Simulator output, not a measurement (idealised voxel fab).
process module | voxel released beams
cross-section cut | 285 nm wide | cells 5 nm
A cross-section is a grid of square cells, given in bands from the top down. A band is one or more rows of cells.
Each band's line starts with the height of the band's top and of its bottom, in nm. Then come its materials from left to right, each with its width in nm. One material with "throughout" fills the band from edge to edge. "air" is empty space.
Height 0 is the level under which the wafer as received is all one material. The lowest band goes on downwards, as in "0 down".
A width such as "30 to 40" changes by the same amount from each row of cells to the next, from the band's top row to its bottom row.
"no change" after a step means that no cell of the cross-section changed.
closed voids: empty space of 8 cells or more with no open way to the top, each as width x height at its distance from the left edge, in nm
after a step's settings: what the simulator itself notes on the step
overlay nm, on a step with a mask: how far to the right of its planned place the mask lay; to the left if negative
plan
1 op RECEIVE | material Si
2 op CONFORMAL_DEP | material Al2O3 | thk nm 5
3 op DIRECTIONAL_DEP | material SiO2 | thk nm 20
4 op PATTERN | tone open | mask id ANCHOR | material resist | width nm 35 | thk nm 20 | overlay nm 0
5 op DIRECTIONAL_ETCH | etch materials SiO2 | depth nm 20
6 op STRIP | etch materials resist
7 op CONFORMAL_DEP | material SiN | thk nm 15
8 op MASKED_ETCH | tone cover | mask id BEAM | width nm 75 | etch materials SiN | depth nm 15 | overlay nm 0
9 op STRIP | etch materials SiO2
varied across the wafers: width nm of step 8. The plan shows the first wafer's value. All wafers start alike
first wafer as received, after step 1
  0 down: Si throughout
  closed voids: none
each wafer at the end: cells of each material gained (+) or lost (-) since it was received, then its closed voids
width nm 75 | +57 Al2O3 | +69 SiN | closed voids: none
width nm 80 | +57 Al2O3 | +72 SiN | closed voids: none
width nm 85 | +57 Al2O3 | +75 SiN | closed voids: none
width nm 90 | +57 Al2O3 | +78 SiN | closed voids: none
width nm 95 | +57 Al2O3 | +81 SiN | closed voids: none
width nm 100 | +57 Al2O3 | +84 SiN | closed voids: none
